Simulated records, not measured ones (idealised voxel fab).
process module | voxel self aligned vias
cross-section cut | 180 nm wide | cells 5 nm
A cross-section is a grid of square cells, given in bands from the top down. A band is one or more rows of cells.
Each band's line starts with the height of the band's top and of its bottom, in nm. Then come its materials from left to right, each with its width in nm. One material with "throughout" fills the band from edge to edge. "air" is empty space.
Height 0 is the level under which the wafer as received is all one material. The lowest band goes on downwards, as in "0 down".
A width such as "30 to 40" changes by the same amount from each row of cells to the next, from the band's top row to its bottom row.
"no change" after a step means that no cell of the cross-section changed.
closed voids: empty space of 8 cells or more with no open way to the top, each as width x height at its distance from the left edge, in nm
after a step's settings: what the simulator itself notes on the step
overlay nm, on a step with a mask: how far to the right of its planned place the mask lay; to the left if negative
plan
1 op RECEIVE | material Si
2 op CONFORMAL_DEP | material SiO2 | thk nm 10
3 op CONFORMAL_DEP | material SiCN | thk nm 5
4 op DIRECTIONAL_DEP | material lowk | thk nm 25
5 op DIRECTIONAL_DEP | material aC | thk nm 15
6 op PATTERN | tone open | mask id LINES | material resist | width nm 30 | pitch nm 55 | thk nm 30 | overlay nm 0
7 op DIRECTIONAL_ETCH | etch materials aC | depth nm 15
8 op STRIP | etch materials resist
9 op DIRECTIONAL_ETCH | etch materials lowk | depth nm 25
10 op STRIP | etch materials aC
11 op CONFORMAL_DEP | material TiN | thk nm 5
12 op FILL_DEP | material Ru | thk nm 5
13 op CMP | height nm 40
14 op SELECTIVE_ETCH | etch materials W Ru TiN | depth nm 10
15 op FILL_DEP | material SiN | thk nm 5
16 op CMP | height nm 40
17 op DIRECTIONAL_DEP | material lowk | thk nm 20
18 op DIRECTIONAL_DEP | material aC | thk nm 10
19 op PATTERN | tone open | mask id VIAS | material resist | width nm 40 | pitch nm 55 | thk nm 30 | overlay nm 0
20 op DIRECTIONAL_ETCH | etch materials aC | depth nm 10
21 op STRIP | etch materials resist
22 op DIRECTIONAL_ETCH | etch materials lowk | depth nm 20
23 op DIRECTIONAL_ETCH | etch materials SiN | depth nm 10
24 op STRIP | etch materials aC
25 op CONFORMAL_DEP | material TiN | thk nm 5
26 op FILL_DEP | material Cu | thk nm 5
27 op CMP | height nm 60
28 op CONFORMAL_DEP | material SiCN | thk nm 5
as received, after step 1
  0 down: Si throughout
  closed voids: none
first wafer at the end, as planned
  65 to 60: SiCN throughout
  60 to 45: lowk 40 | TiN 5 | Cu 30 | TiN 5 | lowk 15 | TiN 5 | Cu 30 | TiN 5 | lowk 45
  45 to 35: lowk 40 to 45 | TiN 10 to 5 | Cu 20 | TiN 10 to 5 | lowk 15 to 25 | TiN 10 to 5 | Cu 20 | TiN 10 to 5 | lowk 45 to 50
  35 to 30: lowk 45 | TiN 30 | lowk 25 | TiN 30 | lowk 50
  30 to 20: lowk 45 | TiN 5 | Ru 20 | TiN 5 | lowk 25 | TiN 5 | Ru 20 | TiN 5 | lowk 50
  20 to 15: lowk 45 | TiN 30 | lowk 25 | TiN 30 | lowk 50
  15 to 10: SiCN throughout
  10 to 0: SiO2 throughout
  0 down: Si throughout
  closed voids: none
second wafer at the end: like start, like plan, one mistake
  65 to 60: SiCN throughout
  60 to 40: lowk 40 | TiN 5 | Cu 30 | TiN 5 | lowk 15 | TiN 5 | Cu 30 | TiN 5 | lowk 45
  40 to 35: SiN 40 | TiN 10 | Cu 20 | TiN 10 | SiN 15 | TiN 10 | Cu 20 | TiN 10 | SiN 45
  35 to 30: lowk 45 | TiN 30 | lowk 25 | TiN 30 | lowk 50
  30 to 15: lowk 45 | TiN 5 | Ru 20 | TiN 5 | lowk 25 | TiN 5 | Ru 20 | TiN 5 | lowk 50
  15 to 10: lowk 45 | TiN 30 | lowk 25 | TiN 30 | lowk 50
  10 to 5: SiCN throughout
  5 to 0: SiO2 throughout
  0 down: Si throughout
  closed voids: none
what went wrong: step 2 ran as: op CONFORMAL_DEP | material SiO2 | thk nm 5
at the end the second wafer has, in cells: 4 more of Cu | 8 more of Ru | 20 more of SiN | 36 fewer of SiO2 | 4 more of TiN
